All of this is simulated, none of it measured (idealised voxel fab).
A process module follows: voxel tone inversion.
Pictured: cross-section cut, 225 nm wide, on a grid of 5 nm square cells.
Bands, listed from the top down, are how a cross-section gets written in this document; the cross-section itself is a grid of square cells, and a band is one or more rows of them.
Band: top height; bottom height; in nm. Then, left to right: material with width in nm, for each material. "throughout": a single material spanning edge to edge. "empty": empty space.
Counting heights begins at 0, where everything beneath is, in the wafer as received, one material. The lowest band has no bottom; it goes on downwards, as "0 and below" shows.
Width "30..40": first value at the band's top row of cells, second value at its bottom row, equal change from row to row.
For the purposes of this document, the phrase "nothing was modified" attached to a step denotes that no cell within the cross-section was modified by that step.
The entry "Enclosed internal cavities" lists the empty spaces that cover at least 8 cells and have no open path to the top. Each is written as width x height at distance, where the distance is measured from the left edge and all three values are in nm.
Heads up: the bit after the settings on a step's line is the simulator's remark on that step.
A step's line can hold "overlay nm"; with a mask on that step, the setting says how far right of the planned place the mask lay, while a negative setting says it lay to the left.

Process steps foreseen in the plan
1) op RECEIVE | material Si
2) op CONFORMAL_DEP | material SiCN | thk nm 5
3) op DIRECTIONAL_DEP | material polySi | thk nm 15
4) op PATTERN | tone cover | mask id POSTS | material resist | width nm 25 | pitch nm 50 | thk nm 20 | overlay nm 0
5) op DIRECTIONAL_ETCH | etch materials polySi | depth nm 15
6) op STRIP | etch materials resist
7) op FILL_DEP | material lowk | thk nm 10
8) op CMP | height nm 20
9) op STRIP | etch materials polySi

As received (post step 1): cross-section
* 0 and below: Si throughout
* Enclosed internal cavities: none

The first of the two wafers as seen in cross-section once the module was finished; processing followed the plan
* 20 down to 5: lowk 25 nm, then empty 25 nm, then lowk 25 nm, then empty 25 nm, then lowk 25 nm, then empty 25 nm, then lowk 25 nm, then empty 25 nm, then lowk 25 nm
* 5 down to 0: SiCN throughout
* 0 and below: Si throughout
* Enclosed internal cavities: none

This is the second of the two wafers, cross-sectioned at the end of the module; it started exactly like the first and was given the same plan, but it was run with one mistake
* 20 down to 5: SiCN 25 nm, then empty 25 nm, then SiCN 25 nm, then empty 25 nm, then SiCN 25 nm, then empty 25 nm, then SiCN 25 nm, then empty 25 nm, then SiCN 25 nm
* 5 down to 0: SiCN throughout
* 0 and below: Si throughout
* Enclosed internal cavities: none
In executing the process, a mistake was made relative to the plan: heads up, step 7 didn't go per plan, it actually ran as op FILL_DEP | material SiCN | thk nm 10
Looking at both finished wafers in cells, the second ends up ahead of or behind the first on some materials: SiCN +75, lowk -75
